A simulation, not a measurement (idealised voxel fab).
process module | voxel ribs on slabs
cross-section cut | 210 nm wide | cells 5 nm
A cross-section is a grid of square cells, given in bands from the top down. A band is one or more rows of cells.
Each band's line starts with the height of the band's top and of its bottom, in nm. Then come its materials from left to right, each with its width in nm. One material with "throughout" fills the band from edge to edge. "air" is empty space.
Height 0 is the level under which the wafer as received is all one material. The lowest band goes on downwards, as in "0 down".
A width such as "30 to 40" changes by the same amount from each row of cells to the next, from the band's top row to its bottom row.
"no change" after a step means that no cell of the cross-section changed.
closed voids: empty space of 8 cells or more with no open way to the top, each as width x height at its distance from the left edge, in nm
after a step's settings: what the simulator itself notes on the step
overlay nm, on a step with a mask: how far to the right of its planned place the mask lay; to the left if negative
plan
1 op RECEIVE | material Si
2 op DIRECTIONAL_DEP | material SiO2 | thk nm 20
3 op DIRECTIONAL_DEP | material polySi | thk nm 15
4 op PATTERN | tone cover | mask id RIB | material resist | width nm 15 | thk nm 15 | overlay nm 0
5 op DIRECTIONAL_ETCH | etch materials polySi | depth nm 10
6 op STRIP | etch materials resist
7 op MASKED_ETCH | tone cover | mask id SLAB | width nm 65 | etch materials polySi | depth nm 5 | overlay nm 0
8 op FILL_DEP | material SiO2 | thk nm 15
9 op CMP | height nm 45
10 op DIRECTIONAL_DEP | material W | thk nm 10
11 op DIRECTIONAL_DEP | material aC | thk nm 10
12 op PATTERN | tone cover | mask id HEATER | material resist | width nm 25 | thk nm 25 | overlay nm 0
13 op DIRECTIONAL_ETCH | etch materials aC | depth nm 10
14 op STRIP | etch materials resist
15 op DIRECTIONAL_ETCH | etch materials W | depth nm 10
16 op STRIP | etch materials aC
17 op CONFORMAL_DEP | material SiN | thk nm 5
first wafer, as planned
as received, after step 1
  0 down: Si throughout
  closed voids: none
after step 2
  20 to 0: SiO2 throughout
  below 0: unchanged
after step 3
  35 to 20: polySi throughout
  below 20: unchanged
after step 4
  50 to 35: air 95 | resist 15 | air 100
  below 35: unchanged
after step 5
  50 to 35: air 95 | resist 15 | air 100
  35 to 25: air 95 | polySi 15 | air 100
  below 25: unchanged
after step 6
  35 to 25: air 95 | polySi 15 | air 100
  below 25: unchanged
after step 7
  35 to 25: air 95 | polySi 15 | air 100
  25 to 20: air 70 | polySi 65 | air 75
  below 20: unchanged
after step 8
  50 to 35: SiO2 throughout
  35 to 25: SiO2 95 | polySi 15 | SiO2 100
  25 to 20: SiO2 70 | polySi 65 | SiO2 75
  below 20: unchanged
after step 9
  45 to 35: SiO2 throughout
  below 35: unchanged
after step 10
  55 to 45: W throughout
  below 45: unchanged
after step 11
  65 to 55: aC throughout
  below 55: unchanged
after step 12
  90 to 65: air 90 | resist 25 | air 95
  below 65: unchanged
after step 13
  80 to 65: air 90 | resist 25 | air 95
  65 to 55: air 90 | aC 25 | air 95
  below 55: unchanged
after step 14
  65 to 55: air 90 | aC 25 | air 95
  below 55: unchanged
after step 15
  65 to 55: air 90 | aC 25 | air 95
  55 to 45: air 90 | W 25 | air 95
  below 45: unchanged
after step 16
  55 to 45: air 90 | W 25 | air 95
  below 45: unchanged
after step 17
  60 to 55: air 85 | SiN 35 | air 90
  55 to 50: air 85 | SiN 5 | W 25 | SiN 5 | air 90
  50 to 45: SiN 90 | W 25 | SiN 95
  below 45: unchanged
second wafer: like start, like plan, one mistake. Through step 2 it matches the first wafer
when step 3 should have ended
  45 to 20: polySi throughout
  below 20: unchanged
when step 4 should have ended
  60 to 45: air 95 | resist 15 | air 100
  below 45: unchanged
when step 5 should have ended
  60 to 45: air 95 | resist 15 | air 100
  45 to 35: air 95 | polySi 15 | air 100
  below 35: unchanged
when step 6 should have ended
  45 to 35: air 95 | polySi 15 | air 100
  below 35: unchanged
when step 7 should have ended
  45 to 35: air 95 | polySi 15 | air 100
  35 to 30: air 70 | polySi 65 | air 75
  below 30: unchanged
when step 8 should have ended
  60 to 45: SiO2 throughout
  45 to 35: SiO2 95 | polySi 15 | SiO2 100
  35 to 30: SiO2 70 | polySi 65 | SiO2 75
  below 30: unchanged
when step 9 should have ended
  45 to 35: SiO2 95 | polySi 15 | SiO2 100
  below 35: unchanged
when step 10 should have ended
  55 to 45: W throughout
  below 45: unchanged
when step 11 should have ended
  65 to 55: aC throughout
  below 55: unchanged
when step 12 should have ended
  90 to 65: air 90 | resist 25 | air 95
  below 65: unchanged
when step 13 should have ended
  80 to 65: air 90 | resist 25 | air 95
  65 to 55: air 90 | aC 25 | air 95
  below 55: unchanged
when step 14 should have ended
  65 to 55: air 90 | aC 25 | air 95
  below 55: unchanged
when step 15 should have ended
  65 to 55: air 90 | aC 25 | air 95
  55 to 45: air 90 | W 25 | air 95
  below 45: unchanged
when step 16 should have ended
  55 to 45: air 90 | W 25 | air 95
  below 45: unchanged
when step 17 should have ended
  60 to 55: air 85 | SiN 35 | air 90
  55 to 50: air 85 | SiN 5 | W 25 | SiN 5 | air 90
  50 to 45: SiN 90 | W 25 | SiN 95
  below 45: unchanged
what went wrong: step 3 ran as: op DIRECTIONAL_DEP | material polySi | thk nm 25
at the end the second wafer has, in cells: 84 fewer of SiO2 | 84 more of polySi
